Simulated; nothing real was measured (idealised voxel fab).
The process module presented herein is designated voxel plated lines.
Section cut is 265 nm wide and gridded with 5 nm square cells.
Square cells in a grid make up a cross-section in this document, and the grid is given as bands, listed from the top down, each one or more rows of cells. Each band's line starts with the height of the band's top and of its bottom, in nm. Then come its materials from left to right, each with its width in nm. One material with "full width" fills the band from edge to edge. "blank" is empty space. All heights in this document are referenced to 0, defined as the level beneath which the wafer, as received, consists entirely of one material. The lowest band is not bounded below; it extends indefinitely downward and is written in the form "0 nm and below". With a width like "30..40", each row of cells in the band differs from the next by the same amount, the top row carrying the first number and the bottom row the second. Any step labelled "nothing got changed" changed none of the cells in the cross-section. Voids not open to the top, 8 cells minimum: see "Closed void register". Written width x height at distance; distance is from the left edge; nm. The remark found on a step's line after its settings is issued by the simulator itself and pertains to that step. A step line may carry the setting "overlay nm", which, for steps involving a mask, states the distance by which the mask lay to the right of its intended position; negative values denote displacement to the left.
This section lists the process steps that were planned
1,op RECEIVE | material Si
2,op CONFORMAL_DEP | material SiO2 | thk nm 5
3,op DIRECTIONAL_DEP | material TiN | thk nm 5
4,op PATTERN | tone open | mask id LINES | material resist | width nm 25 | pitch nm 55 | thk nm 20 | overlay nm 0
5,op EPI | material Ru | thk nm 10
6,op STRIP | etch materials resist
7,op DIRECTIONAL_ETCH | etch materials TiN | depth nm 5
8,op CONFORMAL_DEP | material SiCN | thk nm 5
So this is the incoming wafer in cross-section - it's already been through step 1
* 0 nm and below = Si full width
* Closed void register: none
a wafer at the end: this start, this plan, one mistake
* 25 nm to 20 nm = 70 of SiCN | 15 of blank | 40 of SiCN | 15 of blank | 40 of SiCN | 15 of blank | 70 of SiCN
* 20 nm to 10 nm = 65 of Ru | 5 of SiCN | 15 of blank | 5 of SiCN | 30 of Ru | 5 of SiCN | 15 of blank | 5 of SiCN | 30 of Ru | 5 of SiCN | 15 of blank | 5 of SiCN | 65 of Ru
* 10 nm to 5 nm = 65 of TiN | 25 of SiCN | 30 of TiN | 25 of SiCN | 30 of TiN | 25 of SiCN | 65 of TiN
* 5 nm to 0 nm = SiO2 full width
* 0 nm and below = Si full width
* Closed void register: none
Against the plan, the run slipped here: step 4 went in with a setting other than planned; the actual run was op PATTERN | tone cover | mask id LINES | material resist | width nm 25 | pitch nm 55 | thk nm 20 | overlay nm 0
